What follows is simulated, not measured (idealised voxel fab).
The process module presented herein is designated voxel trench capacitor.
Pictured: cross-section cut, 160 nm wide, on a grid of 5 nm square cells.
Square cells in a grid make up a cross-section in this document, and the grid is given as bands, listed from the top down, each one or more rows of cells.
For a band, the entry starts with two heights in nm, that of the top and then that of the bottom, and carries on with the band's materials in order from left to right, each alongside its width in nm; the word "throughout" beside a single material means it fills the band edge to edge, and "air" means empty space.
Ref level 0: as-received wafer is one material below here. Bottom band extends down with no lower bound ("0 -> down").
The two numbers in a width such as "30 to 40" mark its ends across the band: the first belongs to the top row of cells, the second to the bottom row, and from each row to the next the width moves by the same amount.
Step note "changes: none" = no cross-section cell changed.
The label "Enclosed cavity list" introduces a list of the empty spaces, 8 cells or larger, that have no open way up to the top; each entry in it reads width x height at distance, where the distance is taken from the left edge and all three are stated in nm.
Where a step's line continues beyond its settings, the continuation is a remark by the simulator itself on that step.
A step's line can hold "overlay nm"; with a mask on that step, the setting says how far right of the planned place the mask lay, while a negative setting says it lay to the left.
Structure of the following material. The material consists of pairs of cross-sections. Each pair comprises the cross-section before one process step and the cross-section after that step, the latter shown only down to the lowest band that changed. The step between the cross-sections is specified beneath each pair, including its settings. Pairs are not necessarily consecutive: they may derive from different runs of this module performed on the same starting wafer. Continuity with the pair above is to be assumed only where the entry headed "Preceding state" of the pair in question states it.

PRECEDING STATE
  0 -> down | Si throughout
  Enclosed cavity list: none

SECTION AFTER PROCESSING
  5 -> 0 | SiN throughout
  Unchanged below 0.
  Enclosed cavity list: none
Step that separates the before view from the after view above: CONFORMAL_DEP,material SiN,thk nm 5

Preceding state: the state before this step is the cross-section shown after the step in the pair just above.

SECTION AFTER PROCESSING
  20 -> 5 | aC throughout
  Unchanged below 5.
  Enclosed cavity list: none
Step that separates the before view from the after view above: DIRECTIONAL_DEP,material aC,thk nm 15

Preceding state: the state before this step is the cross-section shown after the step in the pair just above.

SECTION AFTER PROCESSING
  55 -> 20 | 30 resist  20 air  20 resist  20 air  20 resist  20 air  30 resist
  Unchanged below 20.
  Enclosed cavity list: none
Step that separates the before view from the after view above: PATTERN,tone open,mask id TRENCH,material resist,width nm 20,pitch nm 40,thk nm 35,overlay nm 0

Preceding state: the state before this step is the cross-section shown after the step in the pair just above.

SECTION AFTER PROCESSING
  40 -> 20 | 30 resist  20 air  20 resist  20 air  20 resist  20 air  30 resist
  20 -> 5 | 30 aC  20 air  20 aC  20 air  20 aC  20 air  30 aC
  Unchanged below 5.
  Enclosed cavity list: none
Step that separates the before view from the after view above: DIRECTIONAL_ETCH,etch materials aC,depth nm 15

Preceding state: the state before this step is the cross-section shown after the step in the pair just above.

SECTION AFTER PROCESSING
  20 -> 5 | 30 aC  20 air  20 aC  20 air  20 aC  20 air  30 aC
  Unchanged below 5.
  Enclosed cavity list: none
Step that separates the before view from the after view above: STRIP,etch materials resist

Preceding state: the state before this step is the cross-section shown after the step in the pair just above.

SECTION AFTER PROCESSING
  20 -> 5 | 30 aC  20 air  20 aC  20 air  20 aC  20 air  30 aC
  5 -> 0 | 30 SiN  20 air  20 SiN  20 air  20 SiN  20 air  30 SiN
  Unchanged below 0.
  Enclosed cavity list: none
Step that separates the before view from the after view above: DIRECTIONAL_ETCH,etch materials SiN,depth nm 5

Preceding state: the state before this step is the cross-section shown after the step in the pair just above.

SECTION AFTER PROCESSING
  20 -> 5 | 30 aC  20 air  20 aC  20 air  20 aC  20 air  30 aC
  5 -> 0 | 30 SiN  20 air  20 SiN  20 air  20 SiN  20 air  30 SiN
  0 -> -30 | 30 Si  20 air  20 Si  20 air  20 Si  20 air  30 Si
  Unchanged below -30.
  Enclosed cavity list: none
Step that separates the before view from the after view above: DIRECTIONAL_ETCH,etch materials Si,depth nm 30

Preceding state: the state before this step is the cross-section shown after the step in the pair just above.

SECTION AFTER PROCESSING
  5 -> 0 | 30 SiN  20 air  20 SiN  20 air  20 SiN  20 air  30 SiN
  Unchanged below 0.
  Enclosed cavity list: none
Step that separates the before view from the after view above: STRIP,etch materials aC

Preceding state: the state before this step is the cross-section shown after the step in the pair just above.

SECTION AFTER PROCESSING
  10 -> 5 | 35 SiO2  10 air  30 SiO2  10 air  30 SiO2  10 air  35 SiO2
  5 -> 0 | 30 SiN  5 SiO2  10 air  5 SiO2  20 SiN  5 SiO2  10 air  5 SiO2  20 SiN  5 SiO2  10 air  5 SiO2  30 SiN
  0 -> -25 | 30 Si  5 SiO2  10 air  5 SiO2  20 Si  5 SiO2  10 air  5 SiO2  20 Si  5 SiO2  10 air  5 SiO2  30 Si
  -25 -> -30 | 30 Si  20 SiO2  20 Si  20 SiO2  20 Si  20 SiO2  30 Si
  Unchanged below -30.
  Enclosed cavity list: none
Step that separates the before view from the after view above: CONFORMAL_DEP,material SiO2,thk nm 5

Preceding state: the state before this step is the cross-section shown after the step in the pair just above.

SECTION AFTER PROCESSING
  20 -> 10 | polySi throughout
  10 -> 5 | 35 SiO2  10 polySi  30 SiO2  10 polySi  30 SiO2  10 polySi  35 SiO2
  5 -> 0 | 30 SiN  5 SiO2  10 polySi  5 SiO2  20 SiN  5 SiO2  10 polySi  5 SiO2  20 SiN  5 SiO2  10 polySi  5 SiO2  30 SiN
  0 -> -25 | 30 Si  5 SiO2  10 polySi  5 SiO2  20 Si  5 SiO2  10 polySi  5 SiO2  20 Si  5 SiO2  10 polySi  5 SiO2  30 Si
  Unchanged below -25.
  Enclosed cavity list: none
Step that separates the before view from the after view above: FILL_DEP,material polySi,thk nm 10

Preceding state: the state before this step is the cross-section shown after the step in the pair just above.

SECTION AFTER PROCESSING
  5 -> 0 | 30 SiN  5 SiO2  10 polySi  5 SiO2  20 SiN  5 SiO2  10 polySi  5 SiO2  20 SiN  5 SiO2  10 polySi  5 SiO2  30 SiN
  Unchanged below 0.
  Enclosed cavity list: none
Step that separates the before view from the after view above: CMP,height nm 5

PRECEDING STATE
  20 -> 5 | 30 aC  20 air  20 aC  20 air  20 aC  20 air  30 aC
  5 -> 0 | 30 SiN  20 air  20 SiN  20 air  20 SiN  20 air  30 SiN
  0 -> -30 | 30 Si  20 air  20 Si  20 air  20 Si  20 air  30 Si
  -30 -> down | Si throughout
  Enclosed cavity list: none

SECTION AFTER PROCESSING
  20 -> 5 | 30 aC  20 air  20 aC  20 air  20 aC  20 air  30 aC
  5 -> 0 | 30 SiN  20 air  20 SiN  20 air  20 SiN  20 air  30 SiN
  0 -> -60 | 30 Si  20 air  20 Si  20 air  20 Si  20 air  30 Si
  Unchanged below -60.
  Enclosed cavity list: none
Step that separates the before view from the after view above: DIRECTIONAL_ETCH,etch materials Si,depth nm 30

Preceding state: the state before this step is the cross-section shown after the step in the pair just above.

SECTION AFTER PROCESSING
  5 -> 0 | 30 SiN  20 air  20 SiN  20 air  20 SiN  20 air  30 SiN
  Unchanged below 0.
  Enclosed cavity list: none
Step that separates the before view from the after view above: STRIP,etch materials aC

Preceding state: the state before this step is the cross-section shown after the step in the pair just above.

SECTION AFTER PROCESSING
  10 -> 5 | 35 SiO2  10 air  30 SiO2  10 air  30 SiO2  10 air  35 SiO2
  5 -> 0 | 30 SiN  5 SiO2  10 air  5 SiO2  20 SiN  5 SiO2  10 air  5 SiO2  20 SiN  5 SiO2  10 air  5 SiO2  30 SiN
  0 -> -55 | 30 Si  5 SiO2  10 air  5 SiO2  20 Si  5 SiO2  10 air  5 SiO2  20 Si  5 SiO2  10 air  5 SiO2  30 Si
  -55 -> -60 | 30 Si  20 SiO2  20 Si  20 SiO2  20 Si  20 SiO2  30 Si
  Unchanged below -60.
  Enclosed cavity list: none
Step that separates the before view from the after view above: CONFORMAL_DEP,material SiO2,thk nm 5

Preceding state: the state before this step is the cross-section shown after the step in the pair just above.

SECTION AFTER PROCESSING
  20 -> 10 | polySi throughout
  10 -> 5 | 35 SiO2  10 polySi  30 SiO2  10 polySi  30 SiO2  10 polySi  35 SiO2
  5 -> 0 | 30 SiN  5 SiO2  10 polySi  5 SiO2  20 SiN  5 SiO2  10 polySi  5 SiO2  20 SiN  5 SiO2  10 polySi  5 SiO2  30 SiN
  0 -> -55 | 30 Si  5 SiO2  10 polySi  5 SiO2  20 Si  5 SiO2  10 polySi  5 SiO2  20 Si  5 SiO2  10 polySi  5 SiO2  30 Si
  Unchanged below -55.
  Enclosed cavity list: none
Step that separates the before view from the after view above: FILL_DEP,material polySi,thk nm 10

Preceding state: the state before this step is the cross-section shown after the step in the pair just above.

SECTION AFTER PROCESSING
  5 -> 0 | 30 SiN  5 SiO2  10 polySi  5 SiO2  20 SiN  5 SiO2  10 polySi  5 SiO2  20 SiN  5 SiO2  10 polySi  5 SiO2  30 SiN
  Unchanged below 0.
  Enclosed cavity list: none
Step that separates the before view from the after view above: CMP,height nm 5

PRECEDING STATE
  40 -> 20 | 30 resist  20 air  20 resist  20 air  20 resist  20 air  30 resist
  20 -> 5 | 30 aC  20 air  20 aC  20 air  20 aC  20 air  30 aC
  5 -> 0 | SiN throughout
  0 -> down | Si throughout
  Enclosed cavity list: none

SECTION AFTER PROCESSING
  40 -> 20 | 30 resist  20 air  20 resist  20 air  20 resist  20 air  30 resist
  20 -> 5 | 30 aC  20 air  20 aC  20 air  20 aC  20 air  30 aC
  5 -> 0 | 30 SiN  20 air  20 SiN  20 air  20 SiN  20 air  30 SiN
  Unchanged below 0.
  Enclosed cavity list: none
Step that separates the before view from the after view above: DIRECTIONAL_ETCH,etch materials SiN,depth nm 5

Preceding state: the state before this step is the cross-section shown after the step in the pair just above.

SECTION AFTER PROCESSING
  20 -> 5 | 30 aC  20 air  20 aC  20 air  20 aC  20 air  30 aC
  Unchanged below 5.
  Enclosed cavity list: none
Step that separates the before view from the after view above: STRIP,etch materials resist

Preceding state: the state before this step is the cross-section shown after the step in the pair just above.

SECTION AFTER PROCESSING
  20 -> 5 | 30 aC  20 air  20 aC  20 air  20 aC  20 air  30 aC
  5 -> 0 | 30 SiN  20 air  20 SiN  20 air  20 SiN  20 air  30 SiN
  0 -> -35 | 30 Si  20 air  20 Si  20 air  20 Si  20 air  30 Si
  Unchanged below -35.
  Enclosed cavity list: none
Step that separates the before view from the after view above: DIRECTIONAL_ETCH,etch materials Si,depth nm 35

Preceding state: the state before this step is the cross-section shown after the step in the pair just above.

SECTION AFTER PROCESSING
  5 -> 0 | 30 SiN  20 air  20 SiN  20 air  20 SiN  20 air  30 SiN
  Unchanged below 0.
  Enclosed cavity list: none
Step that separates the before view from the after view above: STRIP,etch materials aC

Preceding state: the state before this step is the cross-section shown after the step in the pair just above.

SECTION AFTER PROCESSING
  10 -> 5 | 35 SiO2  10 air  30 SiO2  10 air  30 SiO2  10 air  35 SiO2
  5 -> 0 | 30 SiN  5 SiO2  10 air  5 SiO2  20 SiN  5 SiO2  10 air  5 SiO2  20 SiN  5 SiO2  10 air  5 SiO2  30 SiN
  0 -> -30 | 30 Si  5 SiO2  10 air  5 SiO2  20 Si  5 SiO2  10 air  5 SiO2  20 Si  5 SiO2  10 air  5 SiO2  30 Si
  -30 -> -35 | 30 Si  20 SiO2  20 Si  20 SiO2  20 Si  20 SiO2  30 Si
  Unchanged below -35.
  Enclosed cavity list: none
Step that separates the before view from the after view above: CONFORMAL_DEP,material SiO2,thk nm 5

Preceding state: the state before this step is the cross-section shown after the step in the pair just above.

SECTION AFTER PROCESSING
  20 -> 10 | polySi throughout
  10 -> 5 | 35 SiO2  10 polySi  30 SiO2  10 polySi  30 SiO2  10 polySi  35 SiO2
  5 -> 0 | 30 SiN  5 SiO2  10 polySi  5 SiO2  20 SiN  5 SiO2  10 polySi  5 SiO2  20 SiN  5 SiO2  10 polySi  5 SiO2  30 SiN
  0 -> -30 | 30 Si  5 SiO2  10 polySi  5 SiO2  20 Si  5 SiO2  10 polySi  5 SiO2  20 Si  5 SiO2  10 polySi  5 SiO2  30 Si
  Unchanged below -30.
  Enclosed cavity list: none
Step that separates the before view from the after view above: FILL_DEP,material polySi,thk nm 10

Preceding state: the state before this step is the cross-section shown after the step in the pair just above.

SECTION AFTER PROCESSING
  5 -> 0 | 30 SiN  5 SiO2  10 polySi  5 SiO2  20 SiN  5 SiO2  10 polySi  5 SiO2  20 SiN  5 SiO2  10 polySi  5 SiO2  30 SiN
  Unchanged below 0.
  Enclosed cavity list: none
Step that separates the before view from the after view above: CMP,height nm 5

PRECEDING STATE
  20 -> 5 | aC throughout
  5 -> 0 | SiN throughout
  0 -> down | Si throughout
  Enclosed cavity list: none

SECTION AFTER PROCESSING
  55 -> 20 | 35 resist  15 air  25 resist  15 air  25 resist  15 air  30 resist
  Unchanged below 20.
  Enclosed cavity list: none
Step that separates the before view from the after view above: PATTERN,tone open,mask id TRENCH,material resist,width nm 15,pitch nm 40,thk nm 35,overlay nm 0

Preceding state: the state before this step is the cross-section shown after the step in the pair just above.

SECTION AFTER PROCESSING
  40 -> 20 | 35 resist  15 air  25 resist  15 air  25 resist  15 air  30 resist
  20 -> 5 | 35 aC  15 air  25 aC  15 air  25 aC  15 air  30 aC
  Unchanged below 5.
  Enclosed cavity list: none
Step that separates the before view from the after view above: DIRECTIONAL_ETCH,etch materials aC,depth nm 15

Preceding state: the state before this step is the cross-section shown after the step in the pair just above.

SECTION AFTER PROCESSING
  20 -> 5 | 35 aC  15 air  25 aC  15 air  25 aC  15 air  30 aC
  Unchanged below 5.
  Enclosed cavity list: none
Step that separates the before view from the after view above: STRIP,etch materials resist

Preceding state: the state before this step is the cross-section shown after the step in the pair just above.

SECTION AFTER PROCESSING
  20 -> 5 | 35 aC  15 air  25 aC  15 air  25 aC  15 air  30 aC
  5 -> 0 | 35 SiN  15 air  25 SiN  15 air  25 SiN  15 air  30 SiN
  Unchanged below 0.
  Enclosed cavity list: none
Step that separates the before view from the after view above: DIRECTIONAL_ETCH,etch materials SiN,depth nm 5

Preceding state: the state before this step is the cross-section shown after the step in the pair just above.

SECTION AFTER PROCESSING
  20 -> 5 | 35 aC  15 air  25 aC  15 air  25 aC  15 air  30 aC
  5 -> 0 | 35 SiN  15 air  25 SiN  15 air  25 SiN  15 air  30 SiN
  0 -> -30 | 35 Si  15 air  25 Si  15 air  25 Si  15 air  30 Si
  Unchanged below -30.
  Enclosed cavity list: none
Step that separates the before view from the after view above: DIRECTIONAL_ETCH,etch materials Si,depth nm 30

Preceding state: the state before this step is the cross-section shown after the step in the pair just above.

SECTION AFTER PROCESSING
  5 -> 0 | 35 SiN  15 air  25 SiN  15 air  25 SiN  15 air  30 SiN
  Unchanged below 0.
  Enclosed cavity list: none
Step that separates the before view from the after view above: STRIP,etch materials aC

Preceding state: the state before this step is the cross-section shown after the step in the pair just above.

SECTION AFTER PROCESSING
  10 -> 5 | 40 SiO2  5 air  35 SiO2  5 air  35 SiO2  5 air  35 SiO2
  5 -> 0 | 35 SiN  5 SiO2  5 air  5 SiO2  25 SiN  5 SiO2  5 air  5 SiO2  25 SiN  5 SiO2  5 air  5 SiO2  30 SiN
  0 -> -25 | 35 Si  5 SiO2  5 air  5 SiO2  25 Si  5 SiO2  5 air  5 SiO2  25 Si  5 SiO2  5 air  5 SiO2  30 Si
  -25 -> -30 | 35 Si  15 SiO2  25 Si  15 SiO2  25 Si  15 SiO2  30 Si
  Unchanged below -30.
  Enclosed cavity list: none
Step that separates the before view from the after view above: CONFORMAL_DEP,material SiO2,thk nm 5

Preceding state: the state before this step is the cross-section shown after the step in the pair just above.

SECTION AFTER PROCESSING
  20 -> 10 | polySi throughout
  10 -> 5 | 40 SiO2  5 polySi  35 SiO2  5 polySi  35 SiO2  5 polySi  35 SiO2
  5 -> 0 | 35 SiN  5 SiO2  5 polySi  5 SiO2  25 SiN  5 SiO2  5 polySi  5 SiO2  25 SiN  5 SiO2  5 polySi  5 SiO2  30 SiN
  0 -> -25 | 35 Si  5 SiO2  5 polySi  5 SiO2  25 Si  5 SiO2  5 polySi  5 SiO2  25 Si  5 SiO2  5 polySi  5 SiO2  30 Si
  Unchanged below -25.
  Enclosed cavity list: none
Step that separates the before view from the after view above: FILL_DEP,material polySi,thk nm 10

Preceding state: the state before this step is the cross-section shown after the step in the pair just above.

SECTION AFTER PROCESSING
  5 -> 0 | 35 SiN  5 SiO2  5 polySi  5 SiO2  25 SiN  5 SiO2  5 polySi  5 SiO2  25 SiN  5 SiO2  5 polySi  5 SiO2  30 SiN
  Unchanged below 0.
  Enclosed cavity list: none
Step that separates the before view from the after view above: CMP,height nm 5

PRECEDING STATE
  20 -> 5 | aC throughout
  5 -> 0 | SiN throughout
  0 -> down | Si throughout
  Enclosed cavity list: none

SECTION AFTER PROCESSING
  55 -> 20 | 40 resist  20 air  20 resist  20 air  20 resist  20 air  20 resist
  Unchanged below 20.
  Enclosed cavity list: none
Step that separates the before view from the after view above: PATTERN,tone open,mask id TRENCH,material resist,width nm 20,pitch nm 40,thk nm 35,overlay nm 10

Preceding state: the state before this step is the cross-section shown after the step in the pair just above.

SECTION AFTER PROCESSING
  40 -> 20 | 40 resist  20 air  20 resist  20 air  20 resist  20 air  20 resist
  20 -> 5 | 40 aC  20 air  20 aC  20 air  20 aC  20 air  20 aC
  Unchanged below 5.
  Enclosed cavity list: none
Step that separates the before view from the after view above: DIRECTIONAL_ETCH,etch materials aC,depth nm 15

Preceding state: the state before this step is the cross-section shown after the step in the pair just above.

SECTION AFTER PROCESSING
  20 -> 5 | 40 aC  20 air  20 aC  20 air  20 aC  20 air  20 aC
  Unchanged below 5.
  Enclosed cavity list: none
Step that separates the before view from the after view above: STRIP,etch materials resist

Preceding state: the state before this step is the cross-section shown after the step in the pair just above.

SECTION AFTER PROCESSING
  20 -> 5 | 40 aC  20 air  20 aC  20 air  20 aC  20 air  20 aC
  5 -> 0 | 40 SiN  20 air  20 SiN  20 air  20 SiN  20 air  20 SiN
  Unchanged below 0.
  Enclosed cavity list: none
Step that separates the before view from the after view above: DIRECTIONAL_ETCH,etch materials SiN,depth nm 5

Preceding state: the state before this step is the cross-section shown after the step in the pair just above.

SECTION AFTER PROCESSING
  20 -> 5 | 40 aC  20 air  20 aC  20 air  20 aC  20 air  20 aC
  5 -> 0 | 40 SiN  20 air  20 SiN  20 air  20 SiN  20 air  20 SiN
  0 -> -30 | 40 Si  20 air  20 Si  20 air  20 Si  20 air  20 Si
  Unchanged below -30.
  Enclosed cavity list: none
Step that separates the before view from the after view above: DIRECTIONAL_ETCH,etch materials Si,depth nm 30

Preceding state: the state before this step is the cross-section shown after the step in the pair just above.

SECTION AFTER PROCESSING
  5 -> 0 | 40 SiN  20 air  20 SiN  20 air  20 SiN  20 air  20 SiN
  Unchanged below 0.
  Enclosed cavity list: none
Step that separates the before view from the after view above: STRIP,etch materials aC

Preceding state: the state before this step is the cross-section shown after the step in the pair just above.

SECTION AFTER PROCESSING
  10 -> 5 | 45 SiO2  10 air  30 SiO2  10 air  30 SiO2  10 air  25 SiO2
  5 -> 0 | 40 SiN  5 SiO2  10 air  5 SiO2  20 SiN  5 SiO2  10 air  5 SiO2  20 SiN  5 SiO2  10 air  5 SiO2  20 SiN
  0 -> -25 | 40 Si  5 SiO2  10 air  5 SiO2  20 Si  5 SiO2  10 air  5 SiO2  20 Si  5 SiO2  10 air  5 SiO2  20 Si
  -25 -> -30 | 40 Si  20 SiO2  20 Si  20 SiO2  20 Si  20 SiO2  20 Si
  Unchanged below -30.
  Enclosed cavity list: none
Step that separates the before view from the after view above: CONFORMAL_DEP,material SiO2,thk nm 5

Preceding state: the state before this step is the cross-section shown after the step in the pair just above.

SECTION AFTER PROCESSING
  20 -> 10 | polySi throughout
  10 -> 5 | 45 SiO2  10 polySi  30 SiO2  10 polySi  30 SiO2  10 polySi  25 SiO2
  5 -> 0 | 40 SiN  5 SiO2  10 polySi  5 SiO2  20 SiN  5 SiO2  10 polySi  5 SiO2  20 SiN  5 SiO2  10 polySi  5 SiO2  20 SiN
  0 -> -25 | 40 Si  5 SiO2  10 polySi  5 SiO2  20 Si  5 SiO2  10 polySi  5 SiO2  20 Si  5 SiO2  10 polySi  5 SiO2  20 Si
  Unchanged below -25.
  Enclosed cavity list: none
Step that separates the before view from the after view above: FILL_DEP,material polySi,thk nm 10

Preceding state: the state before this step is the cross-section shown after the step in the pair just above.

SECTION AFTER PROCESSING
  5 -> 0 | 40 SiN  5 SiO2  10 polySi  5 SiO2  20 SiN  5 SiO2  10 polySi  5 SiO2  20 SiN  5 SiO2  10 polySi  5 SiO2  20 SiN
  Unchanged below 0.
  Enclosed cavity list: none
Step that separates the before view from the after view above: CMP,height nm 5

PRECEDING STATE
  0 -> down | Si throughout
  Enclosed cavity list: none

SECTION AFTER PROCESSING
  5 -> 0 | polySi throughout
  Unchanged below 0.
  Enclosed cavity list: none
Step that separates the before view from the after view above: CONFORMAL_DEP,material polySi,thk nm 5

Preceding state: the state before this step is the cross-section shown after the step in the pair just above.

SECTION AFTER PROCESSING
  20 -> 5 | aC throughout
  Unchanged below 5.
  Enclosed cavity list: none
Step that separates the before view from the after view above: DIRECTIONAL_DEP,material aC,thk nm 15

Preceding state: the state before this step is the cross-section shown after the step in the pair just above.

SECTION AFTER PROCESSING
  55 -> 20 | 30 resist  20 air  20 resist  20 air  20 resist  20 air  30 resist
  Unchanged below 20.
  Enclosed cavity list: none
Step that separates the before view from the after view above: PATTERN,tone open,mask id TRENCH,material resist,width nm 20,pitch nm 40,thk nm 35,overlay nm 0

Preceding state: the state before this step is the cross-section shown after the step in the pair just above.

SECTION AFTER PROCESSING
  40 -> 20 | 30 resist  20 air  20 resist  20 air  20 resist  20 air  30 resist
  20 -> 5 | 30 aC  20 air  20 aC  20 air  20 aC  20 air  30 aC
  Unchanged below 5.
  Enclosed cavity list: none
Step that separates the before view from the after view above: DIRECTIONAL_ETCH,etch materials aC,depth nm 15

Preceding state: the state before this step is the cross-section shown after the step in the pair just above.

SECTION AFTER PROCESSING
  20 -> 5 | 30 aC  20 air  20 aC  20 air  20 aC  20 air  30 aC
  Unchanged below 5.
  Enclosed cavity list: none
Step that separates the before view from the after view above: STRIP,etch materials resist

Preceding state: the state before this step is the cross-section shown after the step in the pair just above.

SECTION AFTER PROCESSING
  20 -> 5 | 30 aC  20 air  20 aC  20 air  20 aC  20 air  30 aC
  5 -> 0 | 30 polySi  20 air  20 polySi  20 air  20 polySi  20 air  30 polySi
  0 -> -25 | 30 Si  20 air  20 Si  20 air  20 Si  20 air  30 Si
  Unchanged below -25.
  Enclosed cavity list: none
Step that separates the before view from the after view above: DIRECTIONAL_ETCH,etch materials Si,depth nm 30

Preceding state: the state before this step is the cross-section shown after the step in the pair just above.

SECTION AFTER PROCESSING
  5 -> 0 | 30 polySi  20 air  20 polySi  20 air  20 polySi  20 air  30 polySi
  Unchanged below 0.
  Enclosed cavity list: none
Step that separates the before view from the after view above: STRIP,etch materials aC

Preceding state: the state before this step is the cross-section shown after the step in the pair just above.

SECTION AFTER PROCESSING
  10 -> 5 | 35 SiO2  10 air  30 SiO2  10 air  30 SiO2  10 air  35 SiO2
  5 -> 0 | 30 polySi  5 SiO2  10 air  5 SiO2  20 polySi  5 SiO2  10 air  5 SiO2  20 polySi  5 SiO2  10 air  5 SiO2  30 polySi
  0 -> -20 | 30 Si  5 SiO2  10 air  5 SiO2  20 Si  5 SiO2  10 air  5 SiO2  20 Si  5 SiO2  10 air  5 SiO2  30 Si
  -20 -> -25 | 30 Si  20 SiO2  20 Si  20 SiO2  20 Si  20 SiO2  30 Si
  Unchanged below -25.
  Enclosed cavity list: none
Step that separates the before view from the after view above: CONFORMAL_DEP,material SiO2,thk nm 5

Preceding state: the state before this step is the cross-section shown after the step in the pair just above.

SECTION AFTER PROCESSING
  20 -> 10 | polySi throughout
  10 -> 5 | 35 SiO2  10 polySi  30 SiO2  10 polySi  30 SiO2  10 polySi  35 SiO2
  5 -> 0 | 30 polySi  5 SiO2  10 polySi  5 SiO2  20 polySi  5 SiO2  10 polySi  5 SiO2  20 polySi  5 SiO2  10 polySi  5 SiO2  30 polySi
  0 -> -20 | 30 Si  5 SiO2  10 polySi  5 SiO2  20 Si  5 SiO2  10 polySi  5 SiO2  20 Si  5 SiO2  10 polySi  5 SiO2  30 Si
  Unchanged below -20.
  Enclosed cavity list: none
Step that separates the before view from the after view above: FILL_DEP,material polySi,thk nm 10

Preceding state: the state before this step is the cross-section shown after the step in the pair just above.

SECTION AFTER PROCESSING
  5 -> 0 | 30 polySi  5 SiO2  10 polySi  5 SiO2  20 polySi  5 SiO2  10 polySi  5 SiO2  20 polySi  5 SiO2  10 polySi  5 SiO2  30 polySi
  Unchanged below 0.
  Enclosed cavity list: none
Step that separates the before view from the after view above: CMP,height nm 5

PRECEDING STATE
  20 -> 5 | aC throughout
  5 -> 0 | SiN throughout
  0 -> down | Si throughout
  Enclosed cavity list: none

SECTION AFTER PROCESSING
  55 -> 20 | 30 air  20 resist  20 air  20 resist  20 air  20 resist  30 air
  Unchanged below 20.
  Enclosed cavity list: none
Step that separates the before view from the after view above: PATTERN,tone cover,mask id TRENCH,material resist,width nm 20,pitch nm 40,thk nm 35,overlay nm 0

Preceding state: the state before this step is the cross-section shown after the step in the pair just above.

SECTION AFTER PROCESSING
  40 -> 20 | 30 air  20 resist  20 air  20 resist  20 air  20 resist  30 air
  20 -> 5 | 30 air  20 aC  20 air  20 aC  20 air  20 aC  30 air
  Unchanged below 5.
  Enclosed cavity list: none
Step that separates the before view from the after view above: DIRECTIONAL_ETCH,etch materials aC,depth nm 15

Preceding state: the state before this step is the cross-section shown after the step in the pair just above.

SECTION AFTER PROCESSING
  20 -> 5 | 30 air  20 aC  20 air  20 aC  20 air  20 aC  30 air
  Unchanged below 5.
  Enclosed cavity list: none
Step that separates the before view from the after view above: STRIP,etch materials resist

Preceding state: the state before this step is the cross-section shown after the step in the pair just above.

SECTION AFTER PROCESSING
  20 -> 5 | 30 air  20 aC  20 air  20 aC  20 air  20 aC  30 air
  5 -> 0 | 30 air  20 SiN  20 air  20 SiN  20 air  20 SiN  30 air
  Unchanged below 0.
  Enclosed cavity list: none
Step that separates the before view from the after view above: DIRECTIONAL_ETCH,etch materials SiN,depth nm 5

Preceding state: the state before this step is the cross-section shown after the step in the pair just above.

SECTION AFTER PROCESSING
  20 -> 5 | 30 air  20 aC  20 air  20 aC  20 air  20 aC  30 air
  5 -> 0 | 30 air  20 SiN  20 air  20 SiN  20 air  20 SiN  30 air
  0 -> -30 | 30 air  20 Si  20 air  20 Si  20 air  20 Si  30 air
  Unchanged below -30.
  Enclosed cavity list: none
Step that separates the before view from the after view above: DIRECTIONAL_ETCH,etch materials Si,depth nm 30

Preceding state: the state before this step is the cross-section shown after the step in the pair just above.

SECTION AFTER PROCESSING
  5 -> 0 | 30 air  20 SiN  20 air  20 SiN  20 air  20 SiN  30 air
  Unchanged below 0.
  Enclosed cavity list: none
Step that separates the before view from the after view above: STRIP,etch materials aC

Preceding state: the state before this step is the cross-section shown after the step in the pair just above.

SECTION AFTER PROCESSING
  10 -> 5 | 25 air  30 SiO2  10 air  30 SiO2  10 air  30 SiO2  25 air
  5 -> 0 | 25 air  5 SiO2  20 SiN  5 SiO2  10 air  5 SiO2  20 SiN  5 SiO2  10 air  5 SiO2  20 SiN  5 SiO2  25 air
  0 -> -25 | 25 air  5 SiO2  20 Si  5 SiO2  10 air  5 SiO2  20 Si  5 SiO2  10 air  5 SiO2  20 Si  5 SiO2  25 air
  -25 -> -30 | 30 SiO2  20 Si  20 SiO2  20 Si  20 SiO2  20 Si  30 SiO2
  Unchanged below -30.
  Enclosed cavity list: none
Step that separates the before view from the after view above: CONFORMAL_DEP,material SiO2,thk nm 5

Preceding state: the state before this step is the cross-section shown after the step in the pair just above.

SECTION AFTER PROCESSING
  20 -> 10 | polySi throughout
  10 -> 5 | 25 polySi  30 SiO2  10 polySi  30 SiO2  10 polySi  30 SiO2  25 polySi
  5 -> 0 | 25 polySi  5 SiO2  20 SiN  5 SiO2  10 polySi  5 SiO2  20 SiN  5 SiO2  10 polySi  5 SiO2  20 SiN  5 SiO2  25 polySi
  0 -> -25 | 25 polySi  5 SiO2  20 Si  5 SiO2  10 polySi  5 SiO2  20 Si  5 SiO2  10 polySi  5 SiO2  20 Si  5 SiO2  25 polySi
  Unchanged below -25.
  Enclosed cavity list: none
Step that separates the before view from the after view above: FILL_DEP,material polySi,thk nm 10

Preceding state: the state before this step is the cross-section shown after the step in the pair just above.

SECTION AFTER PROCESSING
  5 -> 0 | 25 polySi  5 SiO2  20 SiN  5 SiO2  10 polySi  5 SiO2  20 SiN  5 SiO2  10 polySi  5 SiO2  20 SiN  5 SiO2  25 polySi
  Unchanged below 0.
  Enclosed cavity list: none
Step that separates the before view from the after view above: CMP,height nm 5
